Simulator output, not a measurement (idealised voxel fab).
A process module follows: voxel trench capacitor.
Section shown: cut. Width: 265 nm. Cell size: 5 nm, square.
In what follows, cross-sections appear as grids of square cells, described through bands that run from the top down, where every band is one or more rows of cells. Quick guide to a band line: top height, bottom height (nm) up front; then every material left to right with its width in nm. Only one material and it's marked "everywhere"? Then it fills the band edge to edge. And "air" just means empty space. The level at which height equals 0 is the one under which the wafer, as it arrives, is entirely one material. No lower edge exists for the bottom band, which continues downward and is notated as in "from 0 down". Graded width ("30..40"): value in top row of band = first number; value in bottom row = second number; row-to-row change constant. Given "remained unchanged" for a step, no cell of the cross-section differs between before and after that step. Look at "Fully sealed cavities" for the closed voids: empty spaces with no open path to the top, sized 8 cells or up. Each is width x height at distance, distance from the left edge, all nm. Anything after a step's settings on that line? It's the simulator's own note about the step. Regarding "overlay nm": on a step with a mask, it is the distance the mask lay to the right of its planned place; a negative value places it to the left.
-- Listed below are the process steps as planned
1,RECEIVE (material Si)
2,CONFORMAL_DEP (material SiN; thk nm 5)
3,DIRECTIONAL_DEP (material aC; thk nm 10)
4,PATTERN (tone open; mask id TRENCH; material resist; width nm 30; pitch nm 60; thk nm 30; overlay nm 0)
5,DIRECTIONAL_ETCH (etch materials aC; depth nm 10)
6,STRIP (etch materials resist)
7,DIRECTIONAL_ETCH (etch materials SiN; depth nm 5)
8,DIRECTIONAL_ETCH (etch materials Si; depth nm 40)
9,STRIP (etch materials aC)
10,CONFORMAL_DEP (material HfO2; thk nm 5)
11,CONFORMAL_DEP (material TiN; thk nm 5)
12,FILL_DEP (material W; thk nm 5)
13,CMP (height nm 5)
-- Wafer cross-section on receipt, i.e. after step 1
	from 0 down: Si everywhere
	Fully sealed cavities: none
-- Cross-section, first of two wafers, end of module, run as planned
	from 5 to 0: 85 SiN | 5 HfO2 | 5 TiN | 10 W | 5 TiN | 5 HfO2 | 30 SiN | 5 HfO2 | 5 TiN | 10 W | 5 TiN | 5 HfO2 | 90 SiN
	from 0 to -30: 85 Si | 5 HfO2 | 5 TiN | 10 W | 5 TiN | 5 HfO2 | 30 Si | 5 HfO2 | 5 TiN | 10 W | 5 TiN | 5 HfO2 | 90 Si
	from -30 to -35: 85 Si | 5 HfO2 | 20 TiN | 5 HfO2 | 30 Si | 5 HfO2 | 20 TiN | 5 HfO2 | 90 Si
	from -35 to -40: 85 Si | 30 HfO2 | 30 Si | 30 HfO2 | 90 Si
	from -40 down: Si everywhere
	Fully sealed cavities: none
-- Cross-sectional image of the second wafer of the two following completion of the module. Starting state and process plan were the same as for the first wafer; one execution error occurred
	from 20 to 15: W everywhere
	from 15 to 10: 95 TiN | 10 W | 50 TiN | 10 W | 100 TiN
	from 10 to 5: 90 HfO2 | 5 TiN | 10 W | 5 TiN | 40 HfO2 | 5 TiN | 10 W | 5 TiN | 95 HfO2
	from 5 to 0: 85 SiN | 5 HfO2 | 5 TiN | 10 W | 5 TiN | 5 HfO2 | 30 SiN | 5 HfO2 | 5 TiN | 10 W | 5 TiN | 5 HfO2 | 90 SiN
	from 0 to -30: 85 Si | 5 HfO2 | 5 TiN | 10 W | 5 TiN | 5 HfO2 | 30 Si | 5 HfO2 | 5 TiN | 10 W | 5 TiN | 5 HfO2 | 90 Si
	from -30 to -35: 85 Si | 5 HfO2 | 20 TiN | 5 HfO2 | 30 Si | 5 HfO2 | 20 TiN | 5 HfO2 | 90 Si
	from -35 to -40: 85 Si | 30 HfO2 | 30 Si | 30 HfO2 | 90 Si
	from -40 down: Si everywhere
	Fully sealed cavities: none
Short version of what went wrong: plan step 13 was not performed, having been skipped
Final difference in cells, second wafer against first, listed per material as more or fewer: HfO2: 45 more | TiN: 53 more | W: 61 more
